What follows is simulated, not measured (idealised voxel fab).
Presented below is a process module, voxel capacitor over wiring.
The cross-section on display is named cut; it measures 180 nm wide, and its cells are 5 nm squares.
How to read a cross-section here: the picture is a grid of square cells, written as bands going from the top down, and any band can span one or more rows of cells.
Heights first: top, then bottom, in nm. Then materials, left to right, each with a width in nm. "throughout" on a single material: fills the band edge to edge. "blank": empty space.
Height reference: 0 = level under which incoming wafer is all one material. Lowest band: no bottom, runs on downward, e.g. "from 0 down".
A width such as "30..40" changes by the same amount from each row of cells to the next, from the band's top row to its bottom row.
You'll sometimes find "all unchanged" written for a step, and that's the way of saying that nowhere in the cross-section did a cell change during that step.
So "Closed void roster" is basically the list of trapped voids: any empty space of 8 cells or more that can't reach the top through an opening. They're written width x height at distance, the distance being from the left edge, and it's all nm.
The remark found on a step's line after its settings is issued by the simulator itself and pertains to that step.
The setting "overlay nm" may be written on the line of a step. When the step uses a mask, the value reports how far to the right of the planned place the mask lay, and a negative value reports that it lay to the left.
Before/after cross-section pairs, one process step each; after shown to lowest changed band; step and settings beneath. Pairs may be from different runs of this module on the same starting wafer; a pair continues from the one above only where its "Pre-step profile" entry says so.
Pre-step profile:
> from 100 to 80  blank 50, resist 55, blank 75
> from 80 to 75  blank 50, TiN 55, blank 75
> from 75 to 70  blank 50, Al2O3 55, blank 75
> from 70 to 60  TiN throughout
> from 60 to 45  lowk 50, TiN 5, Ru 5, TiN 5, lowk 115
> from 45 to 40  SiCN 50, TiN 15, SiCN 115
> from 40 to 35  lowk 40, TiN 5, W 15, TiN 5, lowk 50, TiN 5, W 15, TiN 5, lowk 40
> from 35 to 30  SiN 40, TiN 25, SiN 50, TiN 25, SiN 40
> from 30 to 0  SiO2 throughout
> from 0 down  Si throughout
> Closed void roster: none
Resultant Cross-Section:
> from 80 to 75  blank 50, TiN 55, blank 75
> Below 75, no change.
> Closed void roster: none
Step between the pre-process and post-process cross-sections given above: STRIP,etch materials resist
Pre-step profile: starting point is the after cross-section of the pair just above.
Resultant Cross-Section:
> from 100 to 80  blank 45, resist 65, blank 70
> from 80 to 75  blank 45, resist 5, TiN 55, resist 5, blank 70
> from 75 to 70  blank 45, resist 5, Al2O3 55, resist 5, blank 70
> Below 70, no change.
> Closed void roster: none
Step between the pre-process and post-process cross-sections given above: PATTERN,tone cover,mask id LOWER_PLATE,material resist,width nm 65,thk nm 20,overlay nm 0
Pre-step profile: starting point is the after cross-section of the pair just above.
Resultant Cross-Section:
> from 100 to 80  blank 45, resist 65, blank 70
> from 80 to 75  blank 45, resist 5, TiN 55, resist 5, blank 70
> from 75 to 70  blank 45, resist 5, Al2O3 55, resist 5, blank 70
> from 70 to 60  blank 45, TiN 65, blank 70
> Below 60, no change.
> Closed void roster: none
Step between the pre-process and post-process cross-sections given above: DIRECTIONAL_ETCH,etch materials TiN,depth nm 10
Pre-step profile: starting point is the after cross-section of the pair just above.
Resultant Cross-Section:
> from 80 to 75  blank 50, TiN 55, blank 75
> from 75 to 70  blank 50, Al2O3 55, blank 75
> Below 70, no change.
> Closed void roster: none
Step between the pre-process and post-process cross-sections given above: STRIP,etch materials resist
Pre-step profile: starting point is the after cross-section of the pair just above.
Resultant Cross-Section:
> from 100 to 80  SiO2 throughout
> from 80 to 75  SiO2 50, TiN 55, SiO2 75
> from 75 to 70  SiO2 50, Al2O3 55, SiO2 75
> from 70 to 60  SiO2 45, TiN 65, SiO2 70
> Below 60, no change.
> Closed void roster: none
Step between the pre-process and post-process cross-sections given above: FILL_DEP,material SiO2,thk nm 20
Pre-step profile: starting point is the after cross-section of the pair just above.
Resultant Cross-Section:
> from 95 to 80  SiO2 throughout
> Below 80, no change.
> Closed void roster: none
Step between the pre-process and post-process cross-sections given above: CMP,height nm 95
Pre-step profile: starting point is the after cross-section of the pair just above.
Resultant Cross-Section:
> from 110 to 95  aC throughout
> Below 95, no change.
> Closed void roster: none
Step between the pre-process and post-process cross-sections given above: DIRECTIONAL_DEP,material aC,thk nm 15
Pre-step profile: starting point is the after cross-section of the pair just above.
Resultant Cross-Section:
> from 140 to 110  resist 60, blank 15, resist 105
> Below 110, no change.
> Closed void roster: none
Step between the pre-process and post-process cross-sections given above: PATTERN,tone open,mask id PLUG_2,material resist,width nm 15,thk nm 30,overlay nm 0
Pre-step profile: starting point is the after cross-section of the pair just above.
Resultant Cross-Section:
> from 125 to 110  resist 60, blank 15, resist 105
> from 110 to 95  aC 60, blank 15, aC 105
> Below 95, no change.
> Closed void roster: none
Step between the pre-process and post-process cross-sections given above: DIRECTIONAL_ETCH,etch materials aC,depth nm 15
Pre-step profile: starting point is the after cross-section of the pair just above.
Resultant Cross-Section:
> from 110 to 95  aC 60, blank 15, aC 105
> Below 95, no change.
> Closed void roster: none
Step between the pre-process and post-process cross-sections given above: STRIP,etch materials resist
Pre-step profile: starting point is the after cross-section of the pair just above.
Resultant Cross-Section:
> from 110 to 95  aC 60, blank 15, aC 105
> from 95 to 80  SiO2 60, blank 15, SiO2 105
> Below 80, no change.
> Closed void roster: none
Step between the pre-process and post-process cross-sections given above: DIRECTIONAL_ETCH,etch materials SiO2,depth nm 15
Pre-step profile: starting point is the after cross-section of the pair just above.
Resultant Cross-Section:
> from 95 to 80  SiO2 60, blank 15, SiO2 105
> Below 80, no change.
> Closed void roster: none
Step between the pre-process and post-process cross-sections given above: STRIP,etch materials aC
Pre-step profile: starting point is the after cross-section of the pair just above.
Resultant Cross-Section:
> from 100 to 95  TiN 65, blank 5, TiN 110
> from 95 to 85  SiO2 60, TiN 5, blank 5, TiN 5, SiO2 105
> from 85 to 75  SiO2 60..50, TiN 15..55, SiO2 105..75
> Below 75, no change.
> Closed void roster: none
Step between the pre-process and post-process cross-sections given above: CONFORMAL_DEP,material TiN,thk nm 5
Pre-step profile: starting point is the after cross-section of the pair just above.
Resultant Cross-Section:
> from 110 to 100  Cu throughout
> from 100 to 95  TiN 65, Cu 5, TiN 110
> from 95 to 85  SiO2 60, TiN 5, Cu 5, TiN 5, SiO2 105
> Below 85, no change.
> Closed void roster: none
Step between the pre-process and post-process cross-sections given above: FILL_DEP,material Cu,thk nm 10
Pre-step profile: starting point is the after cross-section of the pair just above.
Resultant Cross-Section:
> from 95 to 85  SiO2 60, TiN 5, Cu 5, TiN 5, SiO2 105
> Below 85, no change.
> Closed void roster: none
Step between the pre-process and post-process cross-sections given above: CMP,height nm 95
Pre-step profile: starting point is the after cross-section of the pair just above.
Resultant Cross-Section:
> from 100 to 95  SiN throughout
> Below 95, no change.
> Closed void roster: none
Step between the pre-process and post-process cross-sections given above: CONFORMAL_DEP,material SiN,thk nm 5
Pre-step profile:
> from 15 to 0  SiO2 throughout
> from 0 down  Si throughout
> Closed void roster: none
Resultant Cross-Section:
> from 35 to 15  lowk throughout
> Below 15, no change.
> Closed void roster: none
Step between the pre-process and post-process cross-sections given above: DIRECTIONAL_DEP,material lowk,thk nm 20
Pre-step profile: starting point is the after cross-section of the pair just above.
Resultant Cross-Section:
> from 40 to 35  SiN throughout
> Below 35, no change.
> Closed void roster: none
Step between the pre-process and post-process cross-sections given above: CONFORMAL_DEP,material SiN,thk nm 5
Pre-step profile: starting point is the after cross-section of the pair just above.
Resultant Cross-Section:
> from 50 to 40  aC throughout
> Below 40, no change.
> Closed void roster: none
Step between the pre-process and post-process cross-sections given above: DIRECTIONAL_DEP,material aC,thk nm 10
Pre-step profile: starting point is the after cross-section of the pair just above.
Resultant Cross-Section:
> from 80 to 50  resist 40, blank 25, resist 50, blank 25, resist 40
> Below 50, no change.
> Closed void roster: none
Step between the pre-process and post-process cross-sections given above: PATTERN,tone open,mask id METAL_1,material resist,width nm 25,pitch nm 75,thk nm 30,overlay nm 0
Pre-step profile: starting point is the after cross-section of the pair just above.
Resultant Cross-Section:
> from 70 to 50  resist 40, blank 25, resist 50, blank 25, resist 40
> from 50 to 40  aC 40, blank 25, aC 50, blank 25, aC 40
> Below 40, no change.
> Closed void roster: none
Step between the pre-process and post-process cross-sections given above: DIRECTIONAL_ETCH,etch materials aC,depth nm 10
Pre-step profile: starting point is the after cross-section of the pair just above.
Resultant Cross-Section:
> from 50 to 40  aC 40, blank 25, aC 50, blank 25, aC 40
> Below 40, no change.
> Closed void roster: none
Step between the pre-process and post-process cross-sections given above: STRIP,etch materials resist
Pre-step profile: starting point is the after cross-section of the pair just above.
Resultant Cross-Section:
> from 50 to 40  aC 40, blank 25, aC 50, blank 25, aC 40
> from 40 to 35  SiN 40, blank 25, SiN 50, blank 25, SiN 40
> Below 35, no change.
> Closed void roster: none
Step between the pre-process and post-process cross-sections given above: DIRECTIONAL_ETCH,etch materials SiN,depth nm 5
Pre-step profile: starting point is the after cross-section of the pair just above.
Resultant Cross-Section:
> from 40 to 35  SiN 40, blank 25, SiN 50, blank 25, SiN 40
> Below 35, no change.
> Closed void roster: none
Step between the pre-process and post-process cross-sections given above: STRIP,etch materials aC
Pre-step profile: starting point is the after cross-section of the pair just above.
Resultant Cross-Section:
> from 45 to 40  TiN 45, blank 15, TiN 60, blank 15, TiN 45
> from 40 to 35  SiN 40, TiN 25, SiN 50, TiN 25, SiN 40
> Below 35, no change.
> Closed void roster: none
Step between the pre-process and post-process cross-sections given above: CONFORMAL_DEP,material TiN,thk nm 5
Pre-step profile: starting point is the after cross-section of the pair just above.
Resultant Cross-Section:
> from 55 to 45  W throughout
> from 45 to 40  TiN 45, W 15, TiN 60, W 15, TiN 45
> Below 40, no change.
> Closed void roster: none
Step between the pre-process and post-process cross-sections given above: FILL_DEP,material W,thk nm 10
Pre-step profile: starting point is the after cross-section of the pair just above.
Resultant Cross-Section:
> from 40 to 35  SiN 40, TiN 25, SiN 50, TiN 25, SiN 40
> Below 35, no change.
> Closed void roster: none
Step between the pre-process and post-process cross-sections given above: CMP,height nm 40
Pre-step profile: starting point is the after cross-section of the pair just above.
Resultant Cross-Section:
> from 45 to 40  SiCN throughout
> Below 40, no change.
> Closed void roster: none
Step between the pre-process and post-process cross-sections given above: CONFORMAL_DEP,material SiCN,thk nm 5
Pre-step profile: starting point is the after cross-section of the pair just above.
Resultant Cross-Section:
> from 60 to 45  lowk throughout
> Below 45, no change.
> Closed void roster: none
Step between the pre-process and post-process cross-sections given above: DIRECTIONAL_DEP,material lowk,thk nm 15
Pre-step profile: starting point is the after cross-section of the pair just above.
Resultant Cross-Section:
> from 75 to 60  aC throughout
> Below 60, no change.
> Closed void roster: none
Step between the pre-process and post-process cross-sections given above: DIRECTIONAL_DEP,material aC,thk nm 15
Pre-step profile: starting point is the after cross-section of the pair just above.
Resultant Cross-Section:
> from 110 to 75  resist 50, blank 15, resist 115
> Below 75, no change.
> Closed void roster: none
Step between the pre-process and post-process cross-sections given above: PATTERN,tone open,mask id PLUG_1,material resist,width nm 15,thk nm 35,overlay nm 0
Pre-step profile: starting point is the after cross-section of the pair just above.
Resultant Cross-Section:
> from 95 to 75  resist 50, blank 15, resist 115
> from 75 to 60  aC 50, blank 15, aC 115
> Below 60, no change.
> Closed void roster: none
Step between the pre-process and post-process cross-sections given above: DIRECTIONAL_ETCH,etch materials aC,depth nm 15
Pre-step profile: starting point is the after cross-section of the pair just above.
Resultant Cross-Section:
> from 75 to 60  aC 50, blank 15, aC 115
> Below 60, no change.
> Closed void roster: none
Step between the pre-process and post-process cross-sections given above: STRIP,etch materials resist
Pre-step profile: starting point is the after cross-section of the pair just above.
Resultant Cross-Section:
> from 75 to 60  aC 50, blank 15, aC 115
> from 60 to 45  lowk 50, blank 15, lowk 115
> Below 45, no change.
> Closed void roster: none
Step between the pre-process and post-process cross-sections given above: DIRECTIONAL_ETCH,etch materials lowk,depth nm 15
Pre-step profile: starting point is the after cross-section of the pair just above.
Resultant Cross-Section:
> from 75 to 60  aC 50, blank 15, aC 115
> from 60 to 45  lowk 50, blank 15, lowk 115
> from 45 to 40  SiCN 50, blank 15, SiCN 115
> Below 40, no change.
> Closed void roster: none
Step between the pre-process and post-process cross-sections given above: DIRECTIONAL_ETCH,etch materials SiCN,depth nm 5
Pre-step profile: starting point is the after cross-section of the pair just above.
Resultant Cross-Section:
> from 60 to 45  lowk 50, blank 15, lowk 115
> Below 45, no change.
> Closed void roster: none
Step between the pre-process and post-process cross-sections given above: STRIP,etch materials aC
Pre-step profile: starting point is the after cross-section of the pair just above.
Resultant Cross-Section:
> from 65 to 60  TiN 55, blank 5, TiN 120
> from 60 to 45  lowk 50, TiN 5, blank 5, TiN 5, lowk 115
> from 45 to 40  SiCN 50, TiN 15, SiCN 115
> Below 40, no change.
> Closed void roster: none
Step between the pre-process and post-process cross-sections given above: CONFORMAL_DEP,material TiN,thk nm 5
Pre-step profile: starting point is the after cross-section of the pair just above.
Resultant Cross-Section:
> from 70 to 65  Ru throughout
> from 65 to 60  TiN 55, Ru 5, TiN 120
> from 60 to 45  lowk 50, TiN 5, Ru 5, TiN 5, lowk 115
> Below 45, no change.
> Closed void roster: none
Step between the pre-process and post-process cross-sections given above: FILL_DEP,material Ru,thk nm 5
Pre-step profile: starting point is the after cross-section of the pair just above.
Resultant Cross-Section:
> from 60 to 45  lowk 50, TiN 5, Ru 5, TiN 5, lowk 115
> Below 45, no change.
> Closed void roster: none
Step between the pre-process and post-process cross-sections given above: CMP,height nm 60
Pre-step profile: starting point is the after cross-section of the pair just above.
Resultant Cross-Section:
> from 70 to 60  TiN throughout
> Below 60, no change.
> Closed void roster: none
Step between the pre-process and post-process cross-sections given above: DIRECTIONAL_DEP,material TiN,thk nm 10
Pre-step profile: starting point is the after cross-section of the pair just above.
Resultant Cross-Section:
> from 75 to 70  Al2O3 throughout
> Below 70, no change.
> Closed void roster: none
Step between the pre-process and post-process cross-sections given above: DIRECTIONAL_DEP,material Al2O3,thk nm 5
Pre-step profile: starting point is the after cross-section of the pair just above.
Resultant Cross-Section:
> from 80 to 75  TiN throughout
> Below 75, no change.
> Closed void roster: none
Step between the pre-process and post-process cross-sections given above: DIRECTIONAL_DEP,material TiN,thk nm 5
Pre-step profile: starting point is the after cross-section of the pair just above.
Resultant Cross-Section:
> from 100 to 80  blank 50, resist 55, blank 75
> Below 80, no change.
> Closed void roster: none
Step between the pre-process and post-process cross-sections given above: PATTERN,tone cover,mask id UPPER_PLATE,material resist,width nm 55,thk nm 20,overlay nm 0
Pre-step profile: starting point is the after cross-section of the pair just above.
Resultant Cross-Section:
> from 100 to 80  blank 50, resist 55, blank 75
> from 80 to 75  blank 50, TiN 55, blank 75
> Below 75, no change.
> Closed void roster: none
Step between the pre-process and post-process cross-sections given above: DIRECTIONAL_ETCH,etch materials TiN,depth nm 5
Pre-step profile: starting point is the after cross-section of the pair just above.
Resultant Cross-Section:
> from 100 to 80  blank 50, resist 55, blank 75
> from 80 to 75  blank 50, TiN 55, blank 75
> from 75 to 70  blank 50, Al2O3 55, blank 75
> Below 70, no change.
> Closed void roster: none
Step between the pre-process and post-process cross-sections given above: DIRECTIONAL_ETCH,etch materials Al2O3,depth nm 5
Pre-step profile: starting point is the after cross-section of the pair just above.
Resultant Cross-Section:
> from 80 to 75  blank 50, TiN 55, blank 75
> Below 75, no change.
> Closed void roster: none
Step between the pre-process and post-process cross-sections given above: STRIP,etch materials resist
Pre-step profile: starting point is the after cross-section of the pair just above.
Resultant Cross-Section:
> from 100 to 80  blank 45, resist 65, blank 70
> from 80 to 75  blank 45, resist 5, TiN 55, resist 5, blank 70
> from 75 to 70  blank 45, resist 5, Al2O3 55, resist 5, blank 70
> Below 70, no change.
> Closed void roster: none
Step between the pre-process and post-process cross-sections given above: PATTERN,tone cover,mask id LOWER_PLATE,material resist,width nm 65,thk nm 20,overlay nm 0
Pre-step profile: starting point is the after cross-section of the pair just above.
Resultant Cross-Section:
> from 100 to 80  blank 45, resist 65, blank 70
> from 80 to 75  blank 45, resist 5, TiN 55, resist 5, blank 70
> from 75 to 70  blank 45, resist 5, Al2O3 55, resist 5, blank 70
> from 70 to 60  blank 45, TiN 65, blank 70
> Below 60, no change.
> Closed void roster: none
Step between the pre-process and post-process cross-sections given above: DIRECTIONAL_ETCH,etch materials TiN,depth nm 10
Pre-step profile: starting point is the after cross-section of the pair just above.
Resultant Cross-Section:
> from 80 to 75  blank 50, TiN 55, blank 75
> from 75 to 70  blank 50, Al2O3 55, blank 75
> Below 70, no change.
> Closed void roster: none
Step between the pre-process and post-process cross-sections given above: STRIP,etch materials resist
Pre-step profile: starting point is the after cross-section of the pair just above.
Resultant Cross-Section:
> from 100 to 80  SiO2 throughout
> from 80 to 75  SiO2 50, TiN 55, SiO2 75
> from 75 to 70  SiO2 50, Al2O3 55, SiO2 75
> from 70 to 60  SiO2 45, TiN 65, SiO2 70
> Below 60, no change.
> Closed void roster: none
Step between the pre-process and post-process cross-sections given above: FILL_DEP,material SiO2,thk nm 20
Pre-step profile: starting point is the after cross-section of the pair just above.
Resultant Cross-Section:
> from 95 to 80  SiO2 throughout
> Below 80, no change.
> Closed void roster: none
Step between the pre-process and post-process cross-sections given above: CMP,height nm 95
Pre-step profile: starting point is the after cross-section of the pair just above.
Resultant Cross-Section:
> from 110 to 95  aC throughout
> Below 95, no change.
> Closed void roster: none
Step between the pre-process and post-process cross-sections given above: DIRECTIONAL_DEP,material aC,thk nm 15
Pre-step profile: starting point is the after cross-section of the pair just above.
Resultant Cross-Section:
> from 140 to 110  resist 60, blank 15, resist 105
> Below 110, no change.
> Closed void roster: none
Step between the pre-process and post-process cross-sections given above: PATTERN,tone open,mask id PLUG_2,material resist,width nm 15,thk nm 30,overlay nm 0
Pre-step profile: starting point is the after cross-section of the pair just above.
Resultant Cross-Section:
> from 125 to 110  resist 60, blank 15, resist 105
> from 110 to 95  aC 60, blank 15, aC 105
> Below 95, no change.
> Closed void roster: none
Step between the pre-process and post-process cross-sections given above: DIRECTIONAL_ETCH,etch materials aC,depth nm 15
Pre-step profile: starting point is the after cross-section of the pair just above.
Resultant Cross-Section:
> from 110 to 95  aC 60, blank 15, aC 105
> Below 95, no change.
> Closed void roster: none
Step between the pre-process and post-process cross-sections given above: STRIP,etch materials resist
Pre-step profile: starting point is the after cross-section of the pair just above.
Resultant Cross-Section:
> from 110 to 95  aC 60, blank 15, aC 105
> from 95 to 80  SiO2 60, blank 15, SiO2 105
> Below 80, no change.
> Closed void roster: none
Step between the pre-process and post-process cross-sections given above: DIRECTIONAL_ETCH,etch materials SiO2,depth nm 15
Pre-step profile: starting point is the after cross-section of the pair just above.
Resultant Cross-Section:
> from 95 to 80  SiO2 60, blank 15, SiO2 105
> Below 80, no change.
> Closed void roster: none
Step between the pre-process and post-process cross-sections given above: STRIP,etch materials aC
Pre-step profile: starting point is the after cross-section of the pair just above.
Resultant Cross-Section:
> from 100 to 95  TiN 65, blank 5, TiN 110
> from 95 to 85  SiO2 60, TiN 5, blank 5, TiN 5, SiO2 105
> from 85 to 75  SiO2 60..50, TiN 15..55, SiO2 105..75
> Below 75, no change.
> Closed void roster: none
Step between the pre-process and post-process cross-sections given above: CONFORMAL_DEP,material TiN,thk nm 5
Pre-step profile: starting point is the after cross-section of the pair just above.
Resultant Cross-Section:
> from 110 to 100  Cu throughout
> from 100 to 95  TiN 65, Cu 5, TiN 110
> from 95 to 85  SiO2 60, TiN 5, Cu 5, TiN 5, SiO2 105
> Below 85, no change.
> Closed void roster: none
Step between the pre-process and post-process cross-sections given above: FILL_DEP,material Cu,thk nm 10
Pre-step profile: starting point is the after cross-section of the pair just above.
Resultant Cross-Section:
> from 95 to 85  SiO2 60, TiN 5, Cu 5, TiN 5, SiO2 105
> Below 85, no change.
> Closed void roster: none
Step between the pre-process and post-process cross-sections given above: CMP,height nm 95
Pre-step profile: starting point is the after cross-section of the pair just above.
Resultant Cross-Section:
> from 100 to 95  SiN throughout
> Below 95, no change.
> Closed void roster: none
Step between the pre-process and post-process cross-sections given above: CONFORMAL_DEP,material SiN,thk nm 5
Pre-step profile:
> from 110 to 100  Cu throughout
> from 100 to 95  TiN 65, Cu 5, TiN 110
> from 95 to 85  SiO2 60, TiN 5, Cu 5, TiN 5, SiO2 105
> from 85 to 75  SiO2 60..50, TiN 15..55, SiO2 105..75
> from 75 to 70  SiO2 50, Al2O3 55, SiO2 75
> from 70 to 60  SiO2 45, TiN 65, SiO2 70
> from 60 to 45  lowk 50, TiN 5, Ru 5, TiN 5, lowk 115
> from 45 to 40  SiCN 50, TiN 15, SiCN 115
> from 40 to 20  lowk 40, TiN 5, W 15, TiN 5, lowk 50, TiN 5, W 15, TiN 5, lowk 40
> from 20 to 15  SiN 40, TiN 25, SiN 50, TiN 25, SiN 40
> from 15 to 0  SiO2 throughout
> from 0 down  Si throughout
> Closed void roster: none
Resultant Cross-Section:
> from 105 to 100  Cu throughout
> Below 100, no change.
> Closed void roster: none
Step between the pre-process and post-process cross-sections given above: CMP,height nm 105
Pre-step profile: starting point is the after cross-section of the pair just above.
Resultant Cross-Section:
> from 110 to 105  SiN throughout
> Below 105, no change.
> Closed void roster: none
Step between the pre-process and post-process cross-sections given above: CONFORMAL_DEP,material SiN,thk nm 5
Pre-step profile:
> from 80 to 75  blank 50, TiN 55, blank 75
> from 75 to 70  blank 50, Al2O3 55, blank 75
> from 70 to 60  TiN throughout
> from 60 to 45  lowk 50, TiN 5, Ru 5, TiN 5, lowk 115
> from 45 to 40  SiCN 50, TiN 15, SiCN 115
> from 40 to 20  lowk 40, TiN 5, W 15, TiN 5, lowk 50, TiN 5, W 15, TiN 5, lowk 40
> from 20 to 15  SiN 40, TiN 25, SiN 50, TiN 25, SiN 40
> from 15 to 0  SiO2 throughout
> from 0 down  Si throughout
> Closed void roster: none
Resultant Cross-Section:
> from 100 to 80  blank 50, resist 55, blank 75
> Below 80, no change.
> Closed void roster: none
Step between the pre-process and post-process cross-sections given above: PATTERN,tone cover,mask id LOWER_PLATE,material resist,width nm 55,thk nm 20,overlay nm 0
Pre-step profile: starting point is the after cross-section of the pair just above.
Resultant Cross-Section:
> from 100 to 80  blank 50, resist 55, blank 75
> from 80 to 75  blank 50, TiN 55, blank 75
> from 75 to 70  blank 50, Al2O3 55, blank 75
> from 70 to 60  blank 50, TiN 55, blank 75
> Below 60, no change.
> Closed void roster: none
Step between the pre-process and post-process cross-sections given above: DIRECTIONAL_ETCH,etch materials TiN,depth nm 10
Pre-step profile: starting point is the after cross-section of the pair just above.
Resultant Cross-Section:
> from 80 to 75  blank 50, TiN 55, blank 75
> Below 75, no change.
> Closed void roster: none
Step between the pre-process and post-process cross-sections given above: STRIP,etch materials resist
Pre-step profile: starting point is the after cross-section of the pair just above.
Resultant Cross-Section:
> from 100 to 80  SiO2 throughout
> from 80 to 75  SiO2 50, TiN 55, SiO2 75
> from 75 to 70  SiO2 50, Al2O3 55, SiO2 75
> from 70 to 60  SiO2 50, TiN 55, SiO2 75
> Below 60, no change.
> Closed void roster: none
Step between the pre-process and post-process cross-sections given above: FILL_DEP,material SiO2,thk nm 20
Pre-step profile: starting point is the after cross-section of the pair just above.
Resultant Cross-Section:
> from 95 to 80  SiO2 throughout
> Below 80, no change.
> Closed void roster: none
Step between the pre-process and post-process cross-sections given above: CMP,height nm 95
Pre-step profile: starting point is the after cross-section of the pair just above.
Resultant Cross-Section:
> from 110 to 95  aC throughout
> Below 95, no change.
> Closed void roster: none
Step between the pre-process and post-process cross-sections given above: DIRECTIONAL_DEP,material aC,thk nm 15
Pre-step profile: starting point is the after cross-section of the pair just above.
Resultant Cross-Section:
> from 140 to 110  resist 60, blank 15, resist 105
> Below 110, no change.
> Closed void roster: none
Step between the pre-process and post-process cross-sections given above: PATTERN,tone open,mask id PLUG_2,material resist,width nm 15,thk nm 30,overlay nm 0
Pre-step profile: starting point is the after cross-section of the pair just above.
Resultant Cross-Section:
> from 125 to 110  resist 60, blank 15, resist 105
> from 110 to 95  aC 60, blank 15, aC 105
> Below 95, no change.
> Closed void roster: none
Step between the pre-process and post-process cross-sections given above: DIRECTIONAL_ETCH,etch materials aC,depth nm 15
Pre-step profile: starting point is the after cross-section of the pair just above.
Resultant Cross-Section:
> from 110 to 95  aC 60, blank 15, aC 105
> Below 95, no change.
> Closed void roster: none
Step between the pre-process and post-process cross-sections given above: STRIP,etch materials resist
Pre-step profile: starting point is the after cross-section of the pair just above.
Resultant Cross-Section:
> from 110 to 95  aC 60, blank 15, aC 105
> from 95 to 80  SiO2 60, blank 15, SiO2 105
> Below 80, no change.
> Closed void roster: none
Step between the pre-process and post-process cross-sections given above: DIRECTIONAL_ETCH,etch materials SiO2,depth nm 15
Pre-step profile: starting point is the after cross-section of the pair just above.
Resultant Cross-Section:
> from 95 to 80  SiO2 60, blank 15, SiO2 105
> Below 80, no change.
> Closed void roster: none
Step between the pre-process and post-process cross-sections given above: STRIP,etch materials aC
Pre-step profile: starting point is the after cross-section of the pair just above.
Resultant Cross-Section:
> from 100 to 95  TiN 65, blank 5, TiN 110
> from 95 to 85  SiO2 60, TiN 5, blank 5, TiN 5, SiO2 105
> from 85 to 75  SiO2 60..50, TiN 15..55, SiO2 105..75
> Below 75, no change.
> Closed void roster: none
Step between the pre-process and post-process cross-sections given above: CONFORMAL_DEP,material TiN,thk nm 5
Pre-step profile: starting point is the after cross-section of the pair just above.
Resultant Cross-Section:
> from 110 to 100  Cu throughout
> from 100 to 95  TiN 65, Cu 5, TiN 110
> from 95 to 85  SiO2 60, TiN 5, Cu 5, TiN 5, SiO2 105
> Below 85, no change.
> Closed void roster: none
Step between the pre-process and post-process cross-sections given above: FILL_DEP,material Cu,thk nm 10
Pre-step profile: starting point is the after cross-section of the pair just above.
Resultant Cross-Section:
> from 95 to 85  SiO2 60, TiN 5, Cu 5, TiN 5, SiO2 105
> Below 85, no change.
> Closed void roster: none
Step between the pre-process and post-process cross-sections given above: CMP,height nm 95
Pre-step profile: starting point is the after cross-section of the pair just above.
Resultant Cross-Section:
> from 100 to 95  SiN throughout
> Below 95, no change.
> Closed void roster: none
Step between the pre-process and post-process cross-sections given above: CONFORMAL_DEP,material SiN,thk nm 5
Pre-step profile:
> from 80 to 75  blank 50, TiN 55, blank 75
> from 75 to 70  blank 50, Al2O3 55, blank 75
> from 70 to 60  TiN throughout
> from 60 to 45  lowk 50, TiN 5, Ru 5, TiN 5, lowk 115
> from 45 to 40  SiCN 50, TiN 15, SiCN 115
> from 40 to 20  lowk 40, TiN 5, W 15, TiN 5, lowk 50, TiN 5, W 15, TiN 5, lowk 40
> from 20 to 15  SiN 40, TiN 25, SiN 50, TiN 25, SiN 40
> from 15 to 0  SiO2 throughout
> from 0 down  Si throughout
> Closed void roster: none
Resultant Cross-Section:
> from 100 to 80  blank 55, resist 65, blank 60
> from 80 to 75  blank 50, TiN 55, resist 15, blank 60
> from 75 to 70  blank 50, Al2O3 55, resist 15, blank 60
> Below 70, no change.
> Closed void roster: none
Step between the pre-process and post-process cross-sections given above: PATTERN,tone cover,mask id LOWER_PLATE,material resist,width nm 65,thk nm 20,overlay nm 10
Pre-step profile: starting point is the after cross-section of the pair just above.
Resultant Cross-Section:
> from 100 to 80  blank 55, resist 65, blank 60
> from 80 to 75  blank 55, TiN 50, resist 15, blank 60
> from 75 to 70  blank 50, Al2O3 55, resist 15, blank 60
> from 70 to 60  blank 50, TiN 70, blank 60
> Below 60, no change.
> Closed void roster: none
Step between the pre-process and post-process cross-sections given above: DIRECTIONAL_ETCH,etch materials TiN,depth nm 10
Pre-step profile: starting point is the after cross-section of the pair just above.
Resultant Cross-Section:
> from 80 to 75  blank 55, TiN 50, blank 75
> from 75 to 70  blank 50, Al2O3 55, blank 75
> Below 70, no change.
> Closed void roster: none
Step between the pre-process and post-process cross-sections given above: STRIP,etch materials resist
Pre-step profile: starting point is the after cross-section of the pair just above.
Resultant Cross-Section:
> from 100 to 80  SiO2 throughout
> from 80 to 75  SiO2 55, TiN 50, SiO2 75
> from 75 to 70  SiO2 50, Al2O3 55, SiO2 75
> from 70 to 60  SiO2 50, TiN 70, SiO2 60
> Below 60, no change.
> Closed void roster: none
Step between the pre-process and post-process cross-sections given above: FILL_DEP,material SiO2,thk nm 20
Pre-step profile: starting point is the after cross-section of the pair just above.
Resultant Cross-Section:
> from 95 to 80  SiO2 throughout
> Below 80, no change.
> Closed void roster: none
Step between the pre-process and post-process cross-sections given above: CMP,height nm 95
Pre-step profile: starting point is the after cross-section of the pair just above.
Resultant Cross-Section:
> from 110 to 95  aC throughout
> Below 95, no change.
> Closed void roster: none
Step between the pre-process and post-process cross-sections given above: DIRECTIONAL_DEP,material aC,thk nm 15
Pre-step profile: starting point is the after cross-section of the pair just above.
Resultant Cross-Section:
> from 140 to 110  resist 60, blank 15, resist 105
> Below 110, no change.
> Closed void roster: none
Step between the pre-process and post-process cross-sections given above: PATTERN,tone open,mask id PLUG_2,material resist,width nm 15,thk nm 30,overlay nm 0
Pre-step profile: starting point is the after cross-section of the pair just above.
Resultant Cross-Section:
> from 125 to 110  resist 60, blank 15, resist 105
> from 110 to 95  aC 60, blank 15, aC 105
> Below 95, no change.
> Closed void roster: none
Step between the pre-process and post-process cross-sections given above: DIRECTIONAL_ETCH,etch materials aC,depth nm 15
Pre-step profile: starting point is the after cross-section of the pair just above.
Resultant Cross-Section:
> from 110 to 95  aC 60, blank 15, aC 105
> Below 95, no change.
> Closed void roster: none
Step between the pre-process and post-process cross-sections given above: STRIP,etch materials resist
Pre-step profile: starting point is the after cross-section of the pair just above.
Resultant Cross-Section:
> from 110 to 95  aC 60, blank 15, aC 105
> from 95 to 80  SiO2 60, blank 15, SiO2 105
> Below 80, no change.
> Closed void roster: none
Step between the pre-process and post-process cross-sections given above: DIRECTIONAL_ETCH,etch materials SiO2,depth nm 15
Pre-step profile: starting point is the after cross-section of the pair just above.
Resultant Cross-Section:
> from 95 to 80  SiO2 60, blank 15, SiO2 105
> Below 80, no change.
> Closed void roster: none
Step between the pre-process and post-process cross-sections given above: STRIP,etch materials aC
Pre-step profile: starting point is the after cross-section of the pair just above.
Resultant Cross-Section:
> from 100 to 95  TiN 65, blank 5, TiN 110
> from 95 to 85  SiO2 60, TiN 5, blank 5, TiN 5, SiO2 105
> from 85 to 75  SiO2 60..55, TiN 15..50, SiO2 105..75
> Below 75, no change.
> Closed void roster: none
Step between the pre-process and post-process cross-sections given above: CONFORMAL_DEP,material TiN,thk nm 5
